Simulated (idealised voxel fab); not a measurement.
Process module, titled voxel transistor to metal
Displayed cross-section: cut, width of 165 nm, square cells sized 5 nm.
For the purposes of this document, a cross-section shall be understood as a grid of square cells, specified as bands listed in top-to-bottom order, each band consisting of one or more rows of cells.
Per band: top height and bottom height in nm, followed by the left-to-right materials and their widths in nm; "full width" marks a single material spanning edge to edge, "blank" marks empty space.
Heads up on the height convention: 0 is the point under which the incoming wafer is all one material, and the lowest band has no bottom, it just keeps going down, like "from 0 down".
The expression "30..40" gives the width at the extremes of the band, the first number at its top row of cells and the second at its bottom row, with the width changing by equal amounts from each row to the next in between.
"nothing different", as given for a step, is the statement that not any cell of the cross-section underwent a change during that step.
Basically, "Voids, enclosed" tells you about the enclosed voids: empty spaces with no open way to the top, 8 cells or bigger, each written width x height at distance, where distance is from the left edge, all in nm.
Note: text after step settings on the step line = simulator remark on that step.
overlay nm, on a step with a mask: how far to the right of its planned place the mask lay; to the left if negative

**The steps planned for the process are as follows**
1) RECEIVE: material Si
2) OXIDIZE: depth nm 5
3) CONFORMAL_DEP: material SiN, thk nm 10
4) MASKED_ETCH: tone cover, mask id ACTIVE, width nm 110, etch materials SiN, depth nm 10, overlay nm 0
5) MASKED_ETCH: tone cover, mask id ACTIVE, width nm 110, etch materials SiO2, depth nm 5, overlay nm 0
6) MASKED_ETCH: tone cover, mask id ACTIVE, width nm 110, etch materials Si, depth nm 25, overlay nm 0
7) OXIDIZE: depth nm 5
8) FILL_DEP: material SiO2, thk nm 15
9) CMP: height nm 10
10) SELECTIVE_ETCH: etch materials SiO2, depth nm 5
11) STRIP: etch materials SiN
12) SELECTIVE_ETCH: etch materials SiO2, depth nm 5
13) OXIDIZE: depth nm 5
14) DIRECTIONAL_DEP: material polySi, thk nm 30
15) DIRECTIONAL_DEP: material SiCN, thk nm 15
16) PATTERN: tone cover, mask id GATE, material resist, width nm 30, thk nm 15, overlay nm 0
17) DIRECTIONAL_ETCH: etch materials SiCN, depth nm 25
18) DIRECTIONAL_ETCH: etch materials polySi, depth nm 40
19) STRIP: etch materials resist
20) CONFORMAL_DEP: material SiO2, thk nm 5
21) DIRECTIONAL_ETCH: etch materials SiO2, depth nm 5
22) CONFORMAL_DEP: material SiN, thk nm 10
23) DIRECTIONAL_ETCH: etch materials SiN, depth nm 10
24) DIRECTIONAL_ETCH: etch materials SiO2, depth nm 5
25) DIRECTIONAL_ETCH: etch materials Si, depth nm 5
26) EPI: material pSi, thk nm 10
27) FILL_DEP: material SiO2, thk nm 10
28) CMP: height nm 25
29) STRIP: etch materials polySi
30) SELECTIVE_ETCH: etch materials SiO2, depth nm 5
31) CONFORMAL_DEP: material HfO2, thk nm 5
32) CONFORMAL_DEP: material TiN, thk nm 5
33) FILL_DEP: material W, thk nm 5
34) CMP: height nm 20
35) DIRECTIONAL_DEP: material SiO2, thk nm 10
36) PATTERN: tone open, mask id CONTACT, material resist, width nm 15, pitch nm 75, thk nm 20, overlay nm 0
37) DIRECTIONAL_ETCH: etch materials SiO2, depth nm 30
38) STRIP: etch materials resist
39) CONFORMAL_DEP: material TiN, thk nm 5
40) FILL_DEP: material Ru, thk nm 10
41) CMP: height nm 30
42) DIRECTIONAL_DEP: material TiN, thk nm 5
43) DIRECTIONAL_DEP: material W, thk nm 15
44) PATTERN: tone cover, mask id METAL_1, material resist, width nm 15, pitch nm 75, thk nm 20, overlay nm 0
45) DIRECTIONAL_ETCH: etch materials W, depth nm 15
46) DIRECTIONAL_ETCH: etch materials TiN, depth nm 5
47) STRIP: etch materials resist
48) FILL_DEP: material lowk, thk nm 5
49) CMP: height nm 50
50) CONFORMAL_DEP: material SiCN, thk nm 5

**Incoming wafer in cross-section (state: after step 1)**
  from 0 down | Si full width
  Voids, enclosed: none

**Same starting wafer, same plan as above, one mistake in the execution; this is the cross-section at the end of the module**
  from 55 to 50 | SiCN full width
  from 50 to 35 | lowk: 35, then W: 15, then lowk: 60, then W: 15, then lowk: 40
  from 35 to 30 | lowk: 35, then TiN: 15, then lowk: 60, then TiN: 15, then lowk: 40
  from 30 to 20 | SiO2: 35, then TiN: 5, then Ru: 5, then TiN: 5, then SiO2: 60, then TiN: 5, then Ru: 5, then TiN: 5, then SiO2: 40
  from 20 to 5 | SiO2: 35, then TiN: 5, then Ru: 5, then TiN: 5, then SiN: 10, then HfO2: 5, then Ru: 5, then W: 20, then Ru: 5, then HfO2: 5, then SiN: 10, then TiN: 5, then Ru: 5, then TiN: 5, then SiO2: 40
  from 5 to 0 | SiO2: 35, then TiN: 15, then SiN: 10, then HfO2: 5, then Ru: 5, then W: 20, then Ru: 5, then HfO2: 5, then SiN: 10, then TiN: 15, then SiO2: 40
  from 0 to -5 | SiO2: 25, then SiN: 10, then pSi: 15, then SiN: 10, then HfO2: 5, then Ru: 30, then HfO2: 5, then SiN: 10, then pSi: 15, then SiN: 10, then SiO2: 30
  from -5 to -10 | SiO2: 35, then pSi: 15, then SiO2: 10, then HfO2: 40, then SiO2: 10, then pSi: 15, then SiO2: 40
  from -10 to -15 | SiO2: 30, then Si: 5, then pSi: 15, then Si: 60, then pSi: 15, then Si: 5, then SiO2: 35
  from -15 to -35 | SiO2: 30, then Si: 100, then SiO2: 35
  from -35 down | Si full width
  Voids, enclosed: none
Plan not followed: step 32 was run on a setting that differed from the plan, and what really ran there is CONFORMAL_DEP: material Ru, thk nm 5
